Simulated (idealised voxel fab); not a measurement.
The document below concerns the process module designated voxel transistor to metal.
The cross-section on display is named cut; it measures 275 nm wide, and its cells are 5 nm squares.
Square cells in a grid make up a cross-section in this document, and the grid is given as bands, listed from the top down, each one or more rows of cells. Each band's line starts with the height of the band's top and of its bottom, in nm. Then come its materials from left to right, each with its width in nm. One material with "everywhere" fills the band from edge to edge. "air" is empty space. Convention: height 0 is the level below which the wafer, as received, is all one material. The lowest band does not terminate at the bottom but continues downward, represented as "z 0 and below". A width such as "30->40" changes by the same amount from each row of cells to the next, from the band's top row to its bottom row. Basically "nothing changed" means that step didn't change any cell in the cross-section. Each empty space that has no open way to the top and spans at least 8 cells appears under "Closed internal cavities" as width x height at distance, the distance counted from the left edge, all in nm. Past the settings on a step's line: simulator remark, on that step. Among the settings permitted on a step's line is "overlay nm"; applied to a step with a mask, it specifies the extent to which the mask lay to the right of its planned position, whereas a negative figure signifies a position to the left.

These are the steps we planned for the process
1: RECEIVE, material Si
2: OXIDIZE, depth nm 5
3: CONFORMAL_DEP, material SiN, thk nm 15
4: PATTERN, tone cover, mask id ACTIVE, material resist, width nm 100, pitch nm 125, thk nm 15, overlay nm 0
5: DIRECTIONAL_ETCH, etch materials SiN, depth nm 15
6: DIRECTIONAL_ETCH, etch materials SiO2, depth nm 5
7: DIRECTIONAL_ETCH, etch materials Si, depth nm 35
8: STRIP, etch materials resist
9: FILL_DEP, material SiO2, thk nm 10
10: CMP, height nm 15
11: SELECTIVE_ETCH, etch materials SiO2, depth nm 10
12: STRIP, etch materials SiN
13: SELECTIVE_ETCH, etch materials SiO2, depth nm 5
14: OXIDIZE, depth nm 5
15: DIRECTIONAL_DEP, material polySi, thk nm 30
16: DIRECTIONAL_DEP, material SiCN, thk nm 10
17: PATTERN, tone cover, mask id GATE, material resist, width nm 20, pitch nm 125, thk nm 15, overlay nm 0
18: DIRECTIONAL_ETCH, etch materials SiCN, depth nm 20
19: DIRECTIONAL_ETCH, etch materials polySi, depth nm 40
20: STRIP, etch materials resist
21: CONFORMAL_DEP, material SiO2, thk nm 5
22: DIRECTIONAL_ETCH, etch materials SiO2, depth nm 5
23: CONFORMAL_DEP, material SiN, thk nm 10
24: DIRECTIONAL_ETCH, etch materials SiN, depth nm 10
25: DIRECTIONAL_ETCH, etch materials SiO2, depth nm 5
26: EPI, material pSi, thk nm 5
27: FILL_DEP, material SiO2, thk nm 5
28: CMP, height nm 35
29: DIRECTIONAL_DEP, material SiO2, thk nm 15
30: PATTERN, tone open, mask id CONTACT, material resist, width nm 15, thk nm 20, overlay nm 0
31: DIRECTIONAL_ETCH, etch materials SiO2, depth nm 55
32: STRIP, etch materials resist
33: CONFORMAL_DEP, material TiN, thk nm 5
34: FILL_DEP, material Ru, thk nm 10
35: CMP, height nm 50
36: CONFORMAL_DEP, material SiN, thk nm 5
37: DIRECTIONAL_DEP, material SiO2, thk nm 15
38: MASKED_ETCH, tone open, mask id METAL_1, width nm 15, etch materials SiO2, depth nm 15, overlay nm 0
39: MASKED_ETCH, tone open, mask id METAL_1, width nm 15, etch materials SiN, depth nm 5, overlay nm 0
40: CONFORMAL_DEP, material TiN, thk nm 5
41: FILL_DEP, material Cu, thk nm 10
42: CMP, height nm 70
43: EPI, material Ru, thk nm 5
44: FILL_DEP, material SiCN, thk nm 5
45: DIRECTIONAL_DEP, material lowk, thk nm 35
46: DIRECTIONAL_DEP, material aC, thk nm 15
47: PATTERN, tone open, mask id METAL_2, material resist, width nm 15, pitch nm 125, thk nm 35, overlay nm 0
48: DIRECTIONAL_ETCH, etch materials aC, depth nm 15
49: STRIP, etch materials resist
50: DIRECTIONAL_ETCH, etch materials lowk, depth nm 20
51: STRIP, etch materials aC
52: PATTERN, tone open, mask id METAL_2_HOLES, material resist, width nm 15, pitch nm 125, thk nm 15, overlay nm 0
53: DIRECTIONAL_ETCH, etch materials lowk, depth nm 15
54: DIRECTIONAL_ETCH, etch materials SiCN, depth nm 5
55: STRIP, etch materials resist
56: CONFORMAL_DEP, material TiN, thk nm 5
57: FILL_DEP, material Cu, thk nm 5
58: CMP, height nm 115
59: CONFORMAL_DEP, material SiN, thk nm 5

Delivered wafer in cross-section: state after step 1
* z 0 and below | Si everywhere
* Closed internal cavities: none

Looking at the first of two wafers in cross-section at end of module - ran to plan
* z 120 to 115 | SiN everywhere
* z 115 to 80 | 30 of lowk / 5 of TiN / 5 of Cu / 5 of TiN / 110 of lowk / 5 of TiN / 5 of Cu / 5 of TiN / 105 of lowk
* z 80 to 75 | 30 of SiCN / 15 of TiN / 110 of SiCN / 15 of TiN / 105 of SiCN
* z 75 to 70 | 25 of SiCN / 25 of Ru / 50 of SiCN / 25 of Ru / 25 of SiCN / 25 of Ru / 50 of SiCN / 25 of Ru / 25 of SiCN
* z 70 to 55 | 30 of SiO2 / 5 of TiN / 5 of Cu / 5 of TiN / 60 of SiO2 / 5 of TiN / 5 of Cu / 5 of TiN / 35 of SiO2 / 5 of TiN / 5 of Cu / 5 of TiN / 60 of SiO2 / 5 of TiN / 5 of Cu / 5 of TiN / 30 of SiO2
* z 55 to 50 | 30 of SiN / 15 of TiN / 60 of SiN / 15 of TiN / 35 of SiN / 15 of TiN / 60 of SiN / 15 of TiN / 30 of SiN
* z 50 to 35 | 30 of SiO2 / 5 of TiN / 5 of Ru / 5 of TiN / 60 of SiO2 / 5 of TiN / 5 of Ru / 5 of TiN / 35 of SiO2 / 5 of TiN / 5 of Ru / 5 of TiN / 60 of SiO2 / 5 of TiN / 5 of Ru / 5 of TiN / 30 of SiO2
* z 35 to 25 | 30 of SiO2 / 5 of TiN / 5 of Ru / 5 of TiN / 5 of SiO2 / 10 of SiN / 5 of SiO2 / 20 of SiCN / 5 of SiO2 / 10 of SiN / 5 of SiO2 / 5 of TiN / 5 of Ru / 5 of TiN / 35 of SiO2 / 5 of TiN / 5 of Ru / 5 of TiN / 5 of SiO2 / 10 of SiN / 5 of SiO2 / 20 of SiCN / 5 of SiO2 / 10 of SiN / 5 of SiO2 / 5 of TiN / 5 of Ru / 5 of TiN / 30 of SiO2
* z 25 to 5 | 30 of SiO2 / 5 of TiN / 5 of Ru / 5 of TiN / 5 of SiO2 / 10 of SiN / 5 of SiO2 / 20 of polySi / 5 of SiO2 / 10 of SiN / 5 of SiO2 / 5 of TiN / 5 of Ru / 5 of TiN / 35 of SiO2 / 5 of TiN / 5 of Ru / 5 of TiN / 5 of SiO2 / 10 of SiN / 5 of SiO2 / 20 of polySi / 5 of SiO2 / 10 of SiN / 5 of SiO2 / 5 of TiN / 5 of Ru / 5 of TiN / 30 of SiO2
* z 5 to 0 | 30 of SiO2 / 15 of TiN / 5 of SiO2 / 10 of SiN / 5 of SiO2 / 20 of polySi / 5 of SiO2 / 10 of SiN / 5 of SiO2 / 15 of TiN / 35 of SiO2 / 15 of TiN / 5 of SiO2 / 10 of SiN / 5 of SiO2 / 20 of polySi / 5 of SiO2 / 10 of SiN / 5 of SiO2 / 15 of TiN / 30 of SiO2
* z 0 to -5 | 25 of SiO2 / 10 of SiN / 10 of TiN / 5 of SiO2 / 10 of SiN / 5 of SiO2 / 20 of polySi / 5 of SiO2 / 10 of SiN / 5 of SiO2 / 10 of TiN / 10 of SiN / 25 of SiO2 / 10 of SiN / 10 of TiN / 5 of SiO2 / 10 of SiN / 5 of SiO2 / 20 of polySi / 5 of SiO2 / 10 of SiN / 5 of SiO2 / 10 of TiN / 10 of SiN / 25 of SiO2
* z -5 to -10 | 35 of SiO2 / 15 of pSi / 50 of SiO2 / 15 of pSi / 45 of SiO2 / 15 of pSi / 50 of SiO2 / 15 of pSi / 35 of SiO2
* z -10 to -40 | 25 of SiO2 / 100 of Si / 25 of SiO2 / 100 of Si / 25 of SiO2
* z -40 and below | Si everywhere
* Closed internal cavities: none

Wafer two (of two), end-of-module cross-section: start = wafer one, plan = wafer one, one run mistake
* z 120 to 115 | SiN everywhere
* z 115 to 80 | 30 of lowk / 5 of TiN / 5 of Cu / 5 of TiN / 110 of lowk / 5 of TiN / 5 of Cu / 5 of TiN / 105 of lowk
* z 80 to 75 | 30 of SiCN / 15 of TiN / 110 of SiCN / 15 of TiN / 105 of SiCN
* z 75 to 70 | Ru everywhere
* z 70 to 60 | Cu everywhere
* z 60 to 55 | 35 of TiN / 5 of Cu / 70 of TiN / 5 of Cu / 45 of TiN / 5 of Cu / 70 of TiN / 5 of Cu / 35 of TiN
* z 55 to 50 | 30 of SiN / 15 of TiN / 60 of SiN / 15 of TiN / 35 of SiN / 15 of TiN / 60 of SiN / 15 of TiN / 30 of SiN
* z 50 to 35 | 30 of SiO2 / 5 of TiN / 5 of Ru / 5 of TiN / 60 of SiO2 / 5 of TiN / 5 of Ru / 5 of TiN / 35 of SiO2 / 5 of TiN / 5 of Ru / 5 of TiN / 60 of SiO2 / 5 of TiN / 5 of Ru / 5 of TiN / 30 of SiO2
* z 35 to 25 | 30 of SiO2 / 5 of TiN / 5 of Ru / 5 of TiN / 5 of SiO2 / 10 of SiN / 5 of SiO2 / 20 of SiCN / 5 of SiO2 / 10 of SiN / 5 of SiO2 / 5 of TiN / 5 of Ru / 5 of TiN / 35 of SiO2 / 5 of TiN / 5 of Ru / 5 of TiN / 5 of SiO2 / 10 of SiN / 5 of SiO2 / 20 of SiCN / 5 of SiO2 / 10 of SiN / 5 of SiO2 / 5 of TiN / 5 of Ru / 5 of TiN / 30 of SiO2
* z 25 to 5 | 30 of SiO2 / 5 of TiN / 5 of Ru / 5 of TiN / 5 of SiO2 / 10 of SiN / 5 of SiO2 / 20 of polySi / 5 of SiO2 / 10 of SiN / 5 of SiO2 / 5 of TiN / 5 of Ru / 5 of TiN / 35 of SiO2 / 5 of TiN / 5 of Ru / 5 of TiN / 5 of SiO2 / 10 of SiN / 5 of SiO2 / 20 of polySi / 5 of SiO2 / 10 of SiN / 5 of SiO2 / 5 of TiN / 5 of Ru / 5 of TiN / 30 of SiO2
* z 5 to 0 | 30 of SiO2 / 15 of TiN / 5 of SiO2 / 10 of SiN / 5 of SiO2 / 20 of polySi / 5 of SiO2 / 10 of SiN / 5 of SiO2 / 15 of TiN / 35 of SiO2 / 15 of TiN / 5 of SiO2 / 10 of SiN / 5 of SiO2 / 20 of polySi / 5 of SiO2 / 10 of SiN / 5 of SiO2 / 15 of TiN / 30 of SiO2
* z 0 to -5 | 25 of SiO2 / 10 of SiN / 10 of TiN / 5 of SiO2 / 10 of SiN / 5 of SiO2 / 20 of polySi / 5 of SiO2 / 10 of SiN / 5 of SiO2 / 10 of TiN / 10 of SiN / 25 of SiO2 / 10 of SiN / 10 of TiN / 5 of SiO2 / 10 of SiN / 5 of SiO2 / 20 of polySi / 5 of SiO2 / 10 of SiN / 5 of SiO2 / 10 of TiN / 10 of SiN / 25 of SiO2
* z -5 to -10 | 35 of SiO2 / 15 of pSi / 50 of SiO2 / 15 of pSi / 45 of SiO2 / 15 of pSi / 50 of SiO2 / 15 of pSi / 35 of SiO2
* z -10 to -40 | 25 of SiO2 / 100 of Si / 25 of SiO2 / 100 of Si / 25 of SiO2
* z -40 and below | Si everywhere
* Closed internal cavities: none
what went wrong: step 37 of the plan was excluded from execution and never run
In the final state, the cell counts of the second wafer exceed or fall short of those of the first for the following materials: Cu +102, Ru +35, SiCN -35, SiO2 -129, TiN +27
